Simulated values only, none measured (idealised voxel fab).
Process module under the name voxel lift off
Cross-sectional view cut (width: 195 nm; square cell size: 5 nm).
Heads up, the way a cross-section reads in here is a grid of square cells, handed over as bands from the top down, with every band being one or more rows of cells. The band entry comprises the height of the band's top followed by the height of its bottom, expressed in nm, and subsequently the band's materials from left to right, each stated together with its width in nm. Where a single material is marked with the word "everywhere", that material fills the band from edge to edge. The word "air" represents empty space. The reference from which all heights are counted is 0, the level beneath which the as-received wafer is entirely one material; the lowest band, having no lower bound, proceeds downward and is written after the example "0 and below". So if you see something like "30..40" for the width, read it as the top row of the band sitting at the first number and the bottom row at the second, with every row in between moving by the same amount as the last. Given "nothing different" for a step, no cell of the cross-section differs between before and after that step. So "Unvented voids" is basically the list of trapped voids: any empty space of 8 cells or more that can't reach the top through an opening. They're written width x height at distance, the distance being from the left edge, and it's all nm. The remark found on a step's line after its settings is issued by the simulator itself and pertains to that step. On any step carrying a mask, the "overlay nm" setting, if present on the step's line, tells how far right of its planned place the mask lay; negative values point to the left.
## List of planned process steps
1 op RECEIVE | material Si
2 op CONFORMAL_DEP | material SiO2 | thk nm 5
3 op PATTERN | tone open | mask id LINES | material resist | width nm 30 | pitch nm 55 | thk nm 15 | overlay nm 0
4 op DIRECTIONAL_DEP | material Ru | thk nm 5
5 op STRIP | etch materials resist
6 op CONFORMAL_DEP | material SiO2 | thk nm 10
## Step 1 complete: cross-section of the wafer as received
> 0 and below  Si everywhere
> Unvented voids: none
## Sectioned view, first of two wafers, at the close of the module, processed as intended in the plan
> 20 down to 15  air=45 / SiO2=50 / air=5 / SiO2=50 / air=45
> 15 down to 10  SiO2 everywhere
> 10 down to 5  SiO2=55 / Ru=30 / SiO2=25 / Ru=30 / SiO2=55
> 5 down to 0  SiO2 everywhere
> 0 and below  Si everywhere
> Unvented voids: none
## Here's the second of our two wafers sectioned at module end. Same start as the first, same plan, but one mistake got made running it
> 20 down to 15  air=45 / SiO2=50 / air=5 / SiO2=50 / air=45
> 15 down to 10  SiO2 everywhere
> 10 down to 5  SiO2=55 / Ru=30 / SiO2=25 / Ru=30 / SiO2=55
> 5 down to 0  Ru everywhere
> 0 and below  Si everywhere
> Unvented voids: none
Where did the run depart from the plan? step 2 was processed under conditions differing from the plan, specifically as op CONFORMAL_DEP | material Ru | thk nm 5
Bottom line after processing is that, in cells, the second wafer is up or down on some materials versus the first: Ru: 39 more; SiO2: 39 fewer
